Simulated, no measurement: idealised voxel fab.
This is a process module. Its name is voxel ribs on slabs.
Shown is cross-section cut, with a width of 195 nm and square cells of size 5 nm.
Cross-section, as written here: a square-cell grid given band by band from the top down, where a band holds one or more rows of cells. Basically the band line says how high the top is and how high the bottom is, in nm, and then what's in it from left to right, every material with its width in nm. Empty space shows up as "empty", and if a single material carries "everywhere" it runs the full band edge to edge. Convention: height 0 is the level below which the wafer, as received, is all one material. The lowest band does not terminate at the bottom but continues downward, represented as "0 down". When a width is written as two numbers, as in "30->40", the first number is the width in the top row of cells of the band and the second is the width in its bottom row, and the width changes by the same amount from each row to the next. No cell of the cross-section changed in a step that is given as "no modification". Entry "Enclosed void catalog". Content: empty spaces with no open connection to the top, size 8 cells or greater. Each: width x height at distance. Distance: from left edge. Unit: nm. Where a step's line continues beyond its settings, the continuation is a remark by the simulator itself on that step. overlay nm: where the mask lay relative to plan, measured to the right, on steps with a mask; negatives go left.
Process steps (planned):
1,RECEIVE: material Si
2,DIRECTIONAL_DEP: material SiO2, thk nm 20
3,DIRECTIONAL_DEP: material polySi, thk nm 25
4,PATTERN: tone cover, mask id RIB, material resist, width nm 20, thk nm 15, overlay nm 0
5,DIRECTIONAL_ETCH: etch materials polySi, depth nm 15
6,STRIP: etch materials resist
7,DIRECTIONAL_DEP: material aC, thk nm 10
8,PATTERN: tone cover, mask id SLAB, material resist, width nm 80, thk nm 25, overlay nm 0
9,DIRECTIONAL_ETCH: etch materials aC, depth nm 10
10,STRIP: etch materials resist
11,DIRECTIONAL_ETCH: etch materials polySi, depth nm 5
12,STRIP: etch materials aC
13,FILL_DEP: material SiO2, thk nm 20
14,CMP: height nm 60
15,DIRECTIONAL_DEP: material TiN, thk nm 5
16,PATTERN: tone cover, mask id HEATER, material resist, width nm 30, thk nm 15, overlay nm 0
17,DIRECTIONAL_ETCH: etch materials TiN, depth nm 5
18,STRIP: etch materials resist
19,CONFORMAL_DEP: material SiO2, thk nm 10
Variable across wafers: step 11 depth nm (plan value is that of the first wafer; starting state common to all).
Cross-section: the first of several wafers in its as-received state, i.e. following step 1:
    0 down  Si everywhere
    Enclosed void catalog: none
So in this table every wafer gets its own row, and what you see is where it stands at the end of the module: for each material, how many cells it picked up (+) or gave up (-) since we received it, and after that its closed voids:
depth nm 5; +483 SiO2; +6 TiN; +67 polySi; Enclosed void catalog: none
depth nm 10; +506 SiO2; +6 TiN; +44 polySi; Enclosed void catalog: none
depth nm 15; +506 SiO2; +6 TiN; +44 polySi; Enclosed void catalog: none
depth nm 20; +506 SiO2; +6 TiN; +44 polySi; Enclosed void catalog: none
depth nm 25; +506 SiO2; +6 TiN; +44 polySi; Enclosed void catalog: none
